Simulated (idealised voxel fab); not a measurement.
Title: Process Module voxel self aligned contacts
Square cell edge 5 nm, section width 235 nm, ID cut.
The cross-sections in this document take the form of a grid made of square cells. They are written out as bands, in order from top to bottom. Each band consists of one or more rows of cells. The band entry comprises the height of the band's top followed by the height of its bottom, expressed in nm, and subsequently the band's materials from left to right, each stated together with its width in nm. Where a single material is marked with the word "throughout", that material fills the band from edge to edge. The word "blank" represents empty space. The level at which height equals 0 is the one under which the wafer, as it arrives, is entirely one material. No lower edge exists for the bottom band, which continues downward and is notated as in "z 0 and below". With a width like "30 to 40", each row of cells in the band differs from the next by the same amount, the top row carrying the first number and the bottom row the second. What does "no change" mean for a step? It means no cell of the cross-section changed in that step. The list in "Closed internal voids" covers empty spaces of 8 cells or more that cannot reach the top through any open way, and it gives each as width x height at distance; the distance is from the left edge, and width, height and distance are in nm. Where a step's line continues beyond its settings, the continuation is a remark by the simulator itself on that step. The optional step-line setting "overlay nm" applies to steps with a mask and quantifies how far to the right of its planned location the mask lay, a negative value indicating leftward placement.
SET OUT BELOW ARE THE PLANNED STEPS OF THE PROCESS
step 1: RECEIVE, material Si
step 2: OXIDIZE, depth nm 5
step 3: DIRECTIONAL_DEP, material polySi, thk nm 25
step 4: DIRECTIONAL_DEP, material SiN, thk nm 15
step 5: PATTERN, tone cover, mask id GATE, material resist, width nm 30, pitch nm 65, thk nm 15, overlay nm 0
step 6: DIRECTIONAL_ETCH, etch materials SiN, depth nm 15
step 7: DIRECTIONAL_ETCH, etch materials polySi, depth nm 25
step 8: STRIP, etch materials resist
step 9: CONFORMAL_DEP, material SiN, thk nm 5
step 10: DIRECTIONAL_ETCH, etch materials SiN, depth nm 5
step 11: FILL_DEP, material SiO2, thk nm 15
step 12: CMP, height nm 45
step 13: DIRECTIONAL_DEP, material aC, thk nm 15
step 14: PATTERN, tone open, mask id CONTACT, material resist, width nm 45, pitch nm 65, thk nm 30, overlay nm 0
step 15: DIRECTIONAL_ETCH, etch materials aC, depth nm 15
step 16: STRIP, etch materials resist
step 17: DIRECTIONAL_ETCH, etch materials SiO2, depth nm 50
step 18: STRIP, etch materials aC
step 19: CONFORMAL_DEP, material TiN, thk nm 5
step 20: FILL_DEP, material Ru, thk nm 10
step 21: CMP, height nm 45
step 22: CONFORMAL_DEP, material SiCN, thk nm 5
SHOWN IN CROSS-SECTION IS THE WAFER AS RECEIVED, THAT IS, AS IT STANDS AFTER STEP 1
z 0 and below  Si throughout
Closed internal voids: none
THE FOLLOWING CROSS-SECTION DEPICTS THE WAFER UPON CONCLUSION OF THE MODULE. PROCESSING COMMENCED FROM THE STARTING CONDITION ILLUSTRATED ABOVE AND ADHERED TO THE PLAN ILLUSTRATED ABOVE, SAVE FOR ONE MISTAKE IN EXECUTION
z 50 to 45  SiCN throughout
z 45 to 40  SiO2 (55), TiN (20), Ru (15), TiN (10), SiO2 (20), TiN (20), Ru (15), TiN (10), SiO2 (70)
z 40 to 25  SiO2 (30), SiN (40), TiN (5), Ru (15), TiN (5), SiN (40), TiN (5), Ru (15), TiN (5), SiN (40), SiO2 (35)
z 25 to 0  SiO2 (30), SiN (5), polySi (30), SiN (5), TiN (5), Ru (15), TiN (5), SiN (5), polySi (30), SiN (5), TiN (5), Ru (15), TiN (5), SiN (5), polySi (30), SiN (5), SiO2 (35)
z 0 to -5  SiO2 (70), TiN (25), SiO2 (40), TiN (25), SiO2 (75)
z -5 and below  Si throughout
Closed internal voids: none
Misprocessing identified: in deviation from the planned setting, step 14 was conducted as PATTERN, tone open, mask id CONTACT, material resist, width nm 45, pitch nm 65, thk nm 30, overlay nm -5
